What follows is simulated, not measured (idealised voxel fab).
The process module presented herein is designated voxel spacer lines.
The cross-section on display is named cut; it measures 195 nm wide, and its cells are 5 nm squares.
The cross-sections in this document take the form of a grid made of square cells. They are written out as bands, in order from top to bottom. Each band consists of one or more rows of cells. Band: top height; bottom height; in nm. Then, left to right: material with width in nm, for each material. "everywhere": a single material spanning edge to edge. "blank": empty space. All heights in this document are referenced to 0, defined as the level beneath which the wafer, as received, consists entirely of one material. The lowest band is not bounded below; it extends indefinitely downward and is written in the form "0 -> down". A width given as "30..40" starts at the first number in the band's top row and ends at the second number in its bottom row, shifting by an equal amount at every step from row to row. Where the words "stayed the same" appear for a step, the cross-section shows no cell changed by that step; every cell remained as before. "Closed void table" means: voids of 8 cells or more that are shut off from the top with no open way through. Written width x height at distance, distance from the left edge, in nm. Past the settings on a step's line: simulator remark, on that step. overlay nm: mask offset rightward from planned place, masked step; negative means leftward offset.
Plan:
- 1: RECEIVE | material Si
- 2: CONFORMAL_DEP | material Al2O3 | thk nm 5
- 3: DIRECTIONAL_DEP | material TiN | thk nm 15
- 4: DIRECTIONAL_DEP | material polySi | thk nm 30
- 5: PATTERN | tone cover | mask id MANDREL | material resist | width nm 20 | pitch nm 70 | thk nm 35 | overlay nm 0
- 6: DIRECTIONAL_ETCH | etch materials polySi | depth nm 30
- 7: STRIP | etch materials resist
- 8: CONFORMAL_DEP | material SiO2 | thk nm 15
- 9: DIRECTIONAL_ETCH | etch materials SiO2 | depth nm 15
- 10: STRIP | etch materials polySi
- 11: DIRECTIONAL_ETCH | etch materials TiN | depth nm 15
- 12: STRIP | etch materials SiO2
First wafer, as planned:
Wafer at receipt (post step 1), cross-section:
> 0 -> down  Si everywhere
> Closed void table: none
Wafer after step 2 (cross-section):
> 5 -> 0  Al2O3 everywhere
> Below a height of 0, the structure has not been altered.
Wafer after step 3 (cross-section):
> 20 -> 5  TiN everywhere
> Below a height of 5, the structure has not been altered.
Wafer after step 4 (cross-section):
> 50 -> 20  polySi everywhere
> Below a height of 20, the structure has not been altered.
Wafer after step 5 (cross-section):
> 85 -> 50  blank 15, then resist 20, then blank 50, then resist 20, then blank 50, then resist 20, then blank 20
> Below a height of 50, the structure has not been altered.
Wafer after step 6 (cross-section):
> 85 -> 50  blank 15, then resist 20, then blank 50, then resist 20, then blank 50, then resist 20, then blank 20
> 50 -> 20  blank 15, then polySi 20, then blank 50, then polySi 20, then blank 50, then polySi 20, then blank 20
> Below a height of 20, the structure has not been altered.
Wafer after step 7 (cross-section):
> 50 -> 20  blank 15, then polySi 20, then blank 50, then polySi 20, then blank 50, then polySi 20, then blank 20
> Below a height of 20, the structure has not been altered.
Wafer after step 8 (cross-section):
> 65 -> 50  SiO2 50, then blank 20, then SiO2 50, then blank 20, then SiO2 50, then blank 5
> 50 -> 35  SiO2 15, then polySi 20, then SiO2 15, then blank 20, then SiO2 15, then polySi 20, then SiO2 15, then blank 20, then SiO2 15, then polySi 20, then SiO2 15, then blank 5
> 35 -> 20  SiO2 15, then polySi 20, then SiO2 50, then polySi 20, then SiO2 50, then polySi 20, then SiO2 20
> Below a height of 20, the structure has not been altered.
Wafer after step 9 (cross-section):
> 50 -> 20  SiO2 15, then polySi 20, then SiO2 15, then blank 20, then SiO2 15, then polySi 20, then SiO2 15, then blank 20, then SiO2 15, then polySi 20, then SiO2 15, then blank 5
> Below a height of 20, the structure has not been altered.
Wafer after step 10 (cross-section):
> 50 -> 20  SiO2 15, then blank 20, then SiO2 15, then blank 20, then SiO2 15, then blank 20, then SiO2 15, then blank 20, then SiO2 15, then blank 20, then SiO2 15, then blank 5
> Below a height of 20, the structure has not been altered.
Wafer after step 11 (cross-section):
> 50 -> 20  SiO2 15, then blank 20, then SiO2 15, then blank 20, then SiO2 15, then blank 20, then SiO2 15, then blank 20, then SiO2 15, then blank 20, then SiO2 15, then blank 5
> 20 -> 5  TiN 15, then blank 20, then TiN 15, then blank 20, then TiN 15, then blank 20, then TiN 15, then blank 20, then TiN 15, then blank 20, then TiN 15, then blank 5
> Below a height of 5, the structure has not been altered.
Wafer after step 12 (cross-section):
> 20 -> 5  TiN 15, then blank 20, then TiN 15, then blank 20, then TiN 15, then blank 20, then TiN 15, then blank 20, then TiN 15, then blank 20, then TiN 15, then blank 5
> Below a height of 5, the structure has not been altered.
Wafer two. Same start, same plan, one slip in execution. Same as wafer one through step 1, inclusive:
At the planned end of step 2, the second wafer in cross-section:
> 5 -> 0  polySi everywhere
> Below a height of 0, the structure has not been altered.
At the planned end of step 3, the second wafer in cross-section:
> 20 -> 5  TiN everywhere
> Below a height of 5, the structure has not been altered.
At the planned end of step 4, the second wafer in cross-section:
> 50 -> 20  polySi everywhere
> Below a height of 20, the structure has not been altered.
At the planned end of step 5, the second wafer in cross-section:
> 85 -> 50  blank 15, then resist 20, then blank 50, then resist 20, then blank 50, then resist 20, then blank 20
> Below a height of 50, the structure has not been altered.
At the planned end of step 6, the second wafer in cross-section:
> 85 -> 50  blank 15, then resist 20, then blank 50, then resist 20, then blank 50, then resist 20, then blank 20
> 50 -> 20  blank 15, then polySi 20, then blank 50, then polySi 20, then blank 50, then polySi 20, then blank 20
> Below a height of 20, the structure has not been altered.
At the planned end of step 7, the second wafer in cross-section:
> 50 -> 20  blank 15, then polySi 20, then blank 50, then polySi 20, then blank 50, then polySi 20, then blank 20
> Below a height of 20, the structure has not been altered.
At the planned end of step 8, the second wafer in cross-section:
> 65 -> 50  SiO2 50, then blank 20, then SiO2 50, then blank 20, then SiO2 50, then blank 5
> 50 -> 35  SiO2 15, then polySi 20, then SiO2 15, then blank 20, then SiO2 15, then polySi 20, then SiO2 15, then blank 20, then SiO2 15, then polySi 20, then SiO2 15, then blank 5
> 35 -> 20  SiO2 15, then polySi 20, then SiO2 50, then polySi 20, then SiO2 50, then polySi 20, then SiO2 20
> Below a height of 20, the structure has not been altered.
At the planned end of step 9, the second wafer in cross-section:
> 50 -> 20  SiO2 15, then polySi 20, then SiO2 15, then blank 20, then SiO2 15, then polySi 20, then SiO2 15, then blank 20, then SiO2 15, then polySi 20, then SiO2 15, then blank 5
> Below a height of 20, the structure has not been altered.
At the planned end of step 10, the second wafer in cross-section:
> 50 -> 20  SiO2 15, then blank 20, then SiO2 15, then blank 20, then SiO2 15, then blank 20, then SiO2 15, then blank 20, then SiO2 15, then blank 20, then SiO2 15, then blank 5
> Below a height of 20, the structure has not been altered.
At the planned end of step 11, the second wafer in cross-section:
> 50 -> 20  SiO2 15, then blank 20, then SiO2 15, then blank 20, then SiO2 15, then blank 20, then SiO2 15, then blank 20, then SiO2 15, then blank 20, then SiO2 15, then blank 5
> 20 -> 5  TiN 15, then blank 20, then TiN 15, then blank 20, then TiN 15, then blank 20, then TiN 15, then blank 20, then TiN 15, then blank 20, then TiN 15, then blank 5
> Below a height of 5, the structure has not been altered.
At the planned end of step 12, the second wafer in cross-section:
> 20 -> 5  TiN 15, then blank 20, then TiN 15, then blank 20, then TiN 15, then blank 20, then TiN 15, then blank 20, then TiN 15, then blank 20, then TiN 15, then blank 5
> Below a height of 5, the structure has not been altered.
It is concluded that the wafer was processed incorrectly with respect to the plan, in that step 2 did not use the planned setting and instead ran as CONFORMAL_DEP | material polySi | thk nm 5
Final cells, second wafer relative to first, materials higher or lower: Al2O3 -39, polySi +39
